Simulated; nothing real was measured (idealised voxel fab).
Name of the process module below: voxel quadruple lines
This is section cut - it's 285 nm across, gridded in 5 nm square cells.
A cross-section is a grid of square cells, given in bands from the top down. A band is one or more rows of cells.
Band entry format. Leading values: height of top, height of bottom, nm. Remainder: materials in left-to-right order, each with its width in nm. Special words: "edge to edge" on a single material, which then fills the band edge to edge; "blank", empty space.
The reference from which all heights are counted is 0, the level beneath which the as-received wafer is entirely one material; the lowest band, having no lower bound, proceeds downward and is written after the example "0 nm and below".
Read "30->40" as a graded width: first number on top, second number at the bottom, same change between each pair of neighbouring rows.
Step note "no alteration" = no cross-section cell changed.
The entry "Internal closed voids" lists the empty spaces that cover at least 8 cells and have no open path to the top. Each is written as width x height at distance, where the distance is measured from the left edge and all three values are in nm.
Read whatever lies past the settings on a step's line as the simulator's own remark about the step.
The "overlay nm" setting may appear on a step's line; for a step that uses a mask, it gives how far to the right of its planned position the mask lay, and a negative value indicates the left.
The planned process steps are enumerated hereunder:
| 1 | RECEIVE (material Si) |
| 2 | CONFORMAL_DEP (material Al2O3; thk nm 5) |
| 3 | DIRECTIONAL_DEP (material W; thk nm 15) |
| 4 | DIRECTIONAL_DEP (material polySi; thk nm 20) |
| 5 | DIRECTIONAL_DEP (material aC; thk nm 25) |
| 6 | PATTERN (tone cover; mask id MANDREL; material resist; width nm 30; thk nm 30; overlay nm 0) |
| 7 | DIRECTIONAL_ETCH (etch materials aC; depth nm 25) |
| 8 | STRIP (etch materials resist) |
| 9 | CONFORMAL_DEP (material SiO2; thk nm 10) |
| 10 | DIRECTIONAL_ETCH (etch materials SiO2; depth nm 10) |
| 11 | STRIP (etch materials aC) |
| 12 | DIRECTIONAL_ETCH (etch materials polySi; depth nm 20) |
| 13 | STRIP (etch materials SiO2) |
| 14 | CONFORMAL_DEP (material SiN; thk nm 10) |
| 15 | DIRECTIONAL_ETCH (etch materials SiN; depth nm 10) |
| 16 | STRIP (etch materials polySi) |
| 17 | DIRECTIONAL_ETCH (etch materials W; depth nm 15) |
| 18 | STRIP (etch materials SiN) |
| 19 | FILL_DEP (material lowk; thk nm 5) |
| 20 | CMP (height nm 20) |
Below: the first of two wafers, run as planned:
As-received wafer cross-section (after step 1):
* 0 nm and below: Si edge to edge
* Internal closed voids: none
Cross-section through the wafer, step 2 finished:
* 5 nm to 0 nm: Al2O3 edge to edge
* Everything below 0 is unchanged.
Cross-section through the wafer, step 3 finished:
* 20 nm to 5 nm: W edge to edge
* Everything below 5 is unchanged.
Cross-section through the wafer, step 4 finished:
* 40 nm to 20 nm: polySi edge to edge
* Everything below 20 is unchanged.
Cross-section through the wafer, step 5 finished:
* 65 nm to 40 nm: aC edge to edge
* Everything below 40 is unchanged.
Cross-section through the wafer, step 6 finished:
* 95 nm to 65 nm: blank 125 nm | resist 30 nm | blank 130 nm
* Everything below 65 is unchanged.
Cross-section through the wafer, step 7 finished:
* 70 nm to 65 nm: blank 125 nm | resist 30 nm | blank 130 nm
* 65 nm to 40 nm: blank 125 nm | aC 30 nm | blank 130 nm
* Everything below 40 is unchanged.
Cross-section through the wafer, step 8 finished:
* 65 nm to 40 nm: blank 125 nm | aC 30 nm | blank 130 nm
* Everything below 40 is unchanged.
Cross-section through the wafer, step 9 finished:
* 75 nm to 65 nm: blank 115 nm | SiO2 50 nm | blank 120 nm
* 65 nm to 50 nm: blank 115 nm | SiO2 10 nm | aC 30 nm | SiO2 10 nm | blank 120 nm
* 50 nm to 40 nm: SiO2 125 nm | aC 30 nm | SiO2 130 nm
* Everything below 40 is unchanged.
Cross-section through the wafer, step 10 finished:
* 65 nm to 40 nm: blank 115 nm | SiO2 10 nm | aC 30 nm | SiO2 10 nm | blank 120 nm
* Everything below 40 is unchanged.
Cross-section through the wafer, step 11 finished:
* 65 nm to 40 nm: blank 115 nm | SiO2 10 nm | blank 30 nm | SiO2 10 nm | blank 120 nm
* Everything below 40 is unchanged.
Cross-section through the wafer, step 12 finished:
* 65 nm to 40 nm: blank 115 nm | SiO2 10 nm | blank 30 nm | SiO2 10 nm | blank 120 nm
* 40 nm to 20 nm: blank 115 nm | polySi 10 nm | blank 30 nm | polySi 10 nm | blank 120 nm
* Everything below 20 is unchanged.
Cross-section through the wafer, step 13 finished:
* 40 nm to 20 nm: blank 115 nm | polySi 10 nm | blank 30 nm | polySi 10 nm | blank 120 nm
* Everything below 20 is unchanged.
Cross-section through the wafer, step 14 finished:
* 50 nm to 40 nm: blank 105 nm | SiN 30 nm | blank 10 nm | SiN 30 nm | blank 110 nm
* 40 nm to 30 nm: blank 105 nm | SiN 10 nm | polySi 10 nm | SiN 10 nm | blank 10 nm | SiN 10 nm | polySi 10 nm | SiN 10 nm | blank 110 nm
* 30 nm to 20 nm: SiN 115 nm | polySi 10 nm | SiN 30 nm | polySi 10 nm | SiN 120 nm
* Everything below 20 is unchanged.
Cross-section through the wafer, step 15 finished:
* 40 nm to 20 nm: blank 105 nm | SiN 10 nm | polySi 10 nm | SiN 10 nm | blank 10 nm | SiN 10 nm | polySi 10 nm | SiN 10 nm | blank 110 nm
* Everything below 20 is unchanged.
Cross-section through the wafer, step 16 finished:
* 40 nm to 20 nm: blank 105 nm | SiN 10 nm | blank 10 nm | SiN 10 nm | blank 10 nm | SiN 10 nm | blank 10 nm | SiN 10 nm | blank 110 nm
* Everything below 20 is unchanged.
Cross-section through the wafer, step 17 finished:
* 40 nm to 20 nm: blank 105 nm | SiN 10 nm | blank 10 nm | SiN 10 nm | blank 10 nm | SiN 10 nm | blank 10 nm | SiN 10 nm | blank 110 nm
* 20 nm to 5 nm: blank 105 nm | W 10 nm | blank 10 nm | W 10 nm | blank 10 nm | W 10 nm | blank 10 nm | W 10 nm | blank 110 nm
* Everything below 5 is unchanged.
Cross-section through the wafer, step 18 finished:
* 20 nm to 5 nm: blank 105 nm | W 10 nm | blank 10 nm | W 10 nm | blank 10 nm | W 10 nm | blank 10 nm | W 10 nm | blank 110 nm
* Everything below 5 is unchanged.
Cross-section through the wafer, step 19 finished:
* 25 nm to 20 nm: lowk edge to edge
* 20 nm to 5 nm: lowk 105 nm | W 10 nm | lowk 10 nm | W 10 nm | lowk 10 nm | W 10 nm | lowk 10 nm | W 10 nm | lowk 110 nm
* Everything below 5 is unchanged.
Cross-section through the wafer, step 20 finished:
* 20 nm to 5 nm: lowk 105 nm | W 10 nm | lowk 10 nm | W 10 nm | lowk 10 nm | W 10 nm | lowk 10 nm | W 10 nm | lowk 110 nm
* Everything below 5 is unchanged.
It is to be noted that the second wafer proceeded from the same initial state and according to the same plan as the first, although one mistake was committed in its execution; through step 2, inclusive, the two wafers share an identical history:
Cross-section of the second wafer corresponding to the planned conclusion of step 3:
* 25 nm to 5 nm: polySi edge to edge
* Everything below 5 is unchanged.
Cross-section of the second wafer corresponding to the planned conclusion of step 4:
* 40 nm to 25 nm: W edge to edge
* Everything below 25 is unchanged.
Cross-section of the second wafer corresponding to the planned conclusion of step 5:
* 65 nm to 40 nm: aC edge to edge
* Everything below 40 is unchanged.
Cross-section of the second wafer corresponding to the planned conclusion of step 6:
* 95 nm to 65 nm: blank 125 nm | resist 30 nm | blank 130 nm
* Everything below 65 is unchanged.
Cross-section of the second wafer corresponding to the planned conclusion of step 7:
* 70 nm to 65 nm: blank 125 nm | resist 30 nm | blank 130 nm
* 65 nm to 40 nm: blank 125 nm | aC 30 nm | blank 130 nm
* Everything below 40 is unchanged.
Cross-section of the second wafer corresponding to the planned conclusion of step 8:
* 65 nm to 40 nm: blank 125 nm | aC 30 nm | blank 130 nm
* Everything below 40 is unchanged.
Cross-section of the second wafer corresponding to the planned conclusion of step 9:
* 75 nm to 65 nm: blank 115 nm | SiO2 50 nm | blank 120 nm
* 65 nm to 50 nm: blank 115 nm | SiO2 10 nm | aC 30 nm | SiO2 10 nm | blank 120 nm
* 50 nm to 40 nm: SiO2 125 nm | aC 30 nm | SiO2 130 nm
* Everything below 40 is unchanged.
Cross-section of the second wafer corresponding to the planned conclusion of step 10:
* 65 nm to 40 nm: blank 115 nm | SiO2 10 nm | aC 30 nm | SiO2 10 nm | blank 120 nm
* Everything below 40 is unchanged.
Cross-section of the second wafer corresponding to the planned conclusion of step 11:
* 65 nm to 40 nm: blank 115 nm | SiO2 10 nm | blank 30 nm | SiO2 10 nm | blank 120 nm
* Everything below 40 is unchanged.
Cross-section of the second wafer corresponding to the planned conclusion of step 12: no alteration
Cross-section of the second wafer corresponding to the planned conclusion of step 13:
* 40 nm to 25 nm: W edge to edge
* Everything below 25 is unchanged.
Cross-section of the second wafer corresponding to the planned conclusion of step 14:
* 50 nm to 40 nm: SiN edge to edge
* Everything below 40 is unchanged.
Cross-section of the second wafer corresponding to the planned conclusion of step 15:
* 40 nm to 25 nm: W edge to edge
* Everything below 25 is unchanged.
Cross-section of the second wafer corresponding to the planned conclusion of step 16: no alteration
Cross-section of the second wafer corresponding to the planned conclusion of step 17:
* 25 nm to 5 nm: polySi edge to edge
* Everything below 5 is unchanged.
Cross-section of the second wafer corresponding to the planned conclusion of step 18: no alteration
Cross-section of the second wafer corresponding to the planned conclusion of step 19:
* 30 nm to 25 nm: lowk edge to edge
* Everything below 25 is unchanged.
Cross-section of the second wafer corresponding to the planned conclusion of step 20:
* 20 nm to 5 nm: polySi edge to edge
* Everything below 5 is unchanged.
Run error: steps 3 and 4 swapped
At the finish, the second wafer shows more or fewer cells for some materials than the first does: 24 fewer of W | 147 fewer of lowk | 171 more of polySi
